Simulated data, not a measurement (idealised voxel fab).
The following process module bears the name voxel wiring stack.
cross-section cut | 195 nm wide | cells 5 nm
Cross-section layout: square cells on a grid; listed as bands, top to bottom; a band spans one or more cell rows. Per band: top height and bottom height in nm, followed by the left-to-right materials and their widths in nm; "full width" marks a single material spanning edge to edge, "blank" marks empty space. Height reference: 0 = level under which incoming wafer is all one material. Lowest band: no bottom, runs on downward, e.g. "top 0, no bottom". When a width is written as two numbers, as in "30->40", the first number is the width in the top row of cells of the band and the second is the width in its bottom row, and the width changes by the same amount from each row to the next. The cross-section has no changed cell in any step marked "nothing altered". Entry "Fully enclosed voids" = empty spaces >= 8 cells with no open way to the top; each as width x height at distance, distance from left edge, all nm. On a step's line, text after the settings is the simulator commenting on that step. overlay nm: for a step with a mask, the amount by which the mask lay right of where it was planned; a negative amount means left of it.

## These are the steps we planned for the process
1,RECEIVE,material Si
2,CONFORMAL_DEP,material SiO2,thk nm 15
3,DIRECTIONAL_DEP,material TiN,thk nm 5
4,DIRECTIONAL_DEP,material Ru,thk nm 25
5,PATTERN,tone cover,mask id METAL_1,material resist,width nm 30,pitch nm 45,thk nm 20,overlay nm 0
6,DIRECTIONAL_ETCH,etch materials Ru,depth nm 25
7,DIRECTIONAL_ETCH,etch materials TiN,depth nm 5
8,STRIP,etch materials resist
9,CONFORMAL_DEP,material SiN,thk nm 5
10,FILL_DEP,material lowk,thk nm 10
11,CMP,height nm 45
12,CONFORMAL_DEP,material SiCN,thk nm 5
13,DIRECTIONAL_DEP,material lowk,thk nm 15
14,PATTERN,tone open,mask id PLUG_1,material resist,width nm 15,pitch nm 90,thk nm 15,overlay nm 0
15,DIRECTIONAL_ETCH,etch materials lowk,depth nm 15
16,DIRECTIONAL_ETCH,etch materials SiCN,depth nm 5
17,STRIP,etch materials resist
18,CONFORMAL_DEP,material TiN,thk nm 5
19,FILL_DEP,material Cu,thk nm 10
20,CMP,height nm 65
21,CONFORMAL_DEP,material SiCN,thk nm 5
22,DIRECTIONAL_DEP,material SiO2,thk nm 15
23,MASKED_ETCH,tone open,mask id METAL_2,width nm 30,pitch nm 45,etch materials SiO2,depth nm 15,overlay nm 0
24,MASKED_ETCH,tone open,mask id METAL_2,width nm 30,pitch nm 45,etch materials SiCN,depth nm 5,overlay nm 0
25,CONFORMAL_DEP,material TiN,thk nm 5
26,FILL_DEP,material W,thk nm 5
27,CMP,height nm 85
28,CONFORMAL_DEP,material SiCN,thk nm 5
29,DIRECTIONAL_DEP,material lowk,thk nm 35
30,PATTERN,tone open,mask id METAL_3,material resist,width nm 20,pitch nm 45,thk nm 15,overlay nm 0
31,DIRECTIONAL_ETCH,etch materials lowk,depth nm 20
32,STRIP,etch materials resist
33,PATTERN,tone open,mask id METAL_3_HOLES,material resist,width nm 15,pitch nm 90,thk nm 20,overlay nm 0
34,DIRECTIONAL_ETCH,etch materials lowk,depth nm 15
35,DIRECTIONAL_ETCH,etch materials SiCN,depth nm 5
36,STRIP,etch materials resist
37,CONFORMAL_DEP,material TiN,thk nm 5
38,FILL_DEP,material Cu,thk nm 10
39,CMP,height nm 125
40,CONFORMAL_DEP,material SiCN,thk nm 5
All wafers enter the flow in the same state. The width nm at step 30 differs from wafer to wafer, and the plan gives the value for the first wafer.

## Incoming state of the first of several wafers in cross-section: after step 1
* top 0, no bottom = Si full width
* Fully enclosed voids: none

## End of module, by wafer: material-by-material cell gain (+) or loss (-) since receipt, then closed voids
width nm 20 | +28 Cu | +90 Ru | +128 SiCN | +51 SiN | +180 SiO2 | +120 TiN | +36 W | +381 lowk | Fully enclosed voids: none
width nm 25 | +37 Cu | +90 Ru | +128 SiCN | +51 SiN | +180 SiO2 | +123 TiN | +36 W | +369 lowk | Fully enclosed voids: none
width nm 30 | +50 Cu | +90 Ru | +126 SiCN | +51 SiN | +180 SiO2 | +124 TiN | +36 W | +357 lowk | Fully enclosed voids: none
